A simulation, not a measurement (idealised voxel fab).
voxel capacitor over wiring: a process module
The cross-section shown here is cut; it is 275 nm wide and divided into square cells measuring 5 nm on a side.
This document writes a cross-section as a grid whose cells are square, and gives it as bands, listed from the top down; one or more rows of cells form a band. Each band's line starts with the height of the band's top and of its bottom, in nm. Then come its materials from left to right, each with its width in nm. One material with "everywhere" fills the band from edge to edge. "blank" is empty space. We count height from 0. Below that, the starting wafer is all one material. The lowest band never ends at the bottom but goes on down; see "0 nm and below" for how that is written. Width: "30..40" (first number = top row, second number = bottom row, same change from row to row of cells). "changes: none", as given for a step, is the statement that not any cell of the cross-section underwent a change during that step. Enclosed voids (no open way to top), threshold 8 cells or more, entry "Closed internal voids", notation width x height at distance, distance from left edge, nm. Where a step's line continues beyond its settings, the continuation is a remark by the simulator itself on that step. The "overlay nm" setting may appear on a step's line; for a step that uses a mask, it gives how far to the right of its planned position the mask lay, and a negative value indicates the left.

-- plan
1. RECEIVE with material Si
2. CONFORMAL_DEP with material SiO2, thk nm 10
3. DIRECTIONAL_DEP with material TiN, thk nm 5
4. DIRECTIONAL_DEP with material Ru, thk nm 20
5. PATTERN with tone cover, mask id METAL_1, material resist, width nm 20, pitch nm 75, thk nm 20, overlay nm 0
6. DIRECTIONAL_ETCH with etch materials Ru, depth nm 20
7. DIRECTIONAL_ETCH with etch materials TiN, depth nm 5
8. STRIP with etch materials resist
9. CONFORMAL_DEP with material SiN, thk nm 5
10. FILL_DEP with material SiO2, thk nm 5
11. CMP with height nm 35
12. CONFORMAL_DEP with material SiCN, thk nm 5
13. DIRECTIONAL_DEP with material SiO2, thk nm 15
14. DIRECTIONAL_DEP with material aC, thk nm 15
15. PATTERN with tone open, mask id PLUG_1, material resist, width nm 15, thk nm 30, overlay nm 0
16. DIRECTIONAL_ETCH with etch materials aC, depth nm 15
17. STRIP with etch materials resist
18. DIRECTIONAL_ETCH with etch materials SiO2, depth nm 15
19. DIRECTIONAL_ETCH with etch materials SiCN, depth nm 5
20. STRIP with etch materials aC
21. CONFORMAL_DEP with material TiN, thk nm 5
22. FILL_DEP with material Ru, thk nm 5
23. CMP with height nm 55
24. DIRECTIONAL_DEP with material TiN, thk nm 5
25. DIRECTIONAL_DEP with material Al2O3, thk nm 5
26. DIRECTIONAL_DEP with material TiN, thk nm 5
27. MASKED_ETCH with tone cover, mask id UPPER_PLATE, width nm 60, etch materials TiN, depth nm 5, overlay nm 0
28. MASKED_ETCH with tone cover, mask id UPPER_PLATE, width nm 60, etch materials Al2O3, depth nm 5, overlay nm 0
29. PATTERN with tone cover, mask id LOWER_PLATE, material resist, width nm 70, thk nm 15, overlay nm 0
30. DIRECTIONAL_ETCH with etch materials TiN, depth nm 5
31. STRIP with etch materials resist
32. FILL_DEP with material SiO2, thk nm 15
33. CMP with height nm 80
34. PATTERN with tone open, mask id PLUG_2, material resist, width nm 15, thk nm 20, overlay nm 0
35. DIRECTIONAL_ETCH with etch materials SiO2, depth nm 10
36. STRIP with etch materials resist
37. CONFORMAL_DEP with material TiN, thk nm 5
38. FILL_DEP with material Ru, thk nm 5
39. CMP with height nm 80
40. CONFORMAL_DEP with material SiCN, thk nm 5

-- As received (post step 1): cross-section
	0 nm and below | Si everywhere
	Closed internal voids: none

-- Post-module cross-section of the first of two wafers (run per plan)
	85 nm to 80 nm | SiCN everywhere
	80 nm to 75 nm | SiO2 (105); TiN (5); Ru (5); TiN (5); SiO2 (155)
	75 nm to 65 nm | SiO2 (105..95); TiN (15..60); SiO2 (155..120)
	65 nm to 60 nm | SiO2 (95); Al2O3 (60); SiO2 (120)
	60 nm to 55 nm | SiO2 (90); TiN (70); SiO2 (115)
	55 nm to 40 nm | SiO2 (95); TiN (5); Ru (5); TiN (5); SiO2 (165)
	40 nm to 35 nm | SiCN (95); TiN (15); SiCN (165)
	35 nm to 15 nm | SiO2 (85); SiN (5); Ru (20); SiN (5); SiO2 (45); SiN (5); Ru (20); SiN (5); SiO2 (85)
	15 nm to 10 nm | SiN (90); TiN (20); SiN (55); TiN (20); SiN (90)
	10 nm to 0 nm | SiO2 everywhere
	0 nm and below | Si everywhere
	Closed internal voids: none

-- Cross-section of the latter of the two wafers at module completion. It had an identical start and an identical plan to the former; in running it, one mistake was made
	85 nm to 80 nm | SiCN everywhere
	80 nm to 75 nm | SiO2 (105); TiN (5); Ru (5); TiN (5); SiO2 (155)
	75 nm to 65 nm | SiO2 (105..95); TiN (15..60); SiO2 (155..120)
	65 nm to 60 nm | SiO2 (95); Al2O3 (60); SiO2 (120)
	60 nm to 55 nm | SiO2 (90); TiN (70); SiO2 (115)
	55 nm to 40 nm | SiO2 (90); TiN (5); Ru (5); TiN (5); SiO2 (170)
	40 nm to 35 nm | SiCN (90); TiN (15); SiCN (170)
	35 nm to 15 nm | SiO2 (85); SiN (5); Ru (20); SiN (5); SiO2 (45); SiN (5); Ru (20); SiN (5); SiO2 (85)
	15 nm to 10 nm | SiN (90); TiN (20); SiN (55); TiN (20); SiN (90)
	10 nm to 0 nm | SiO2 everywhere
	0 nm and below | Si everywhere
	Closed internal voids: none
What was done differently from what was planned? not per plan at step 15, really ran PATTERN with tone open, mask id PLUG_1, material resist, width nm 15, thk nm 30, overlay nm -5
Matching per-material cell counts, mismatched positions: that is how the second wafer compares with the first at the end.
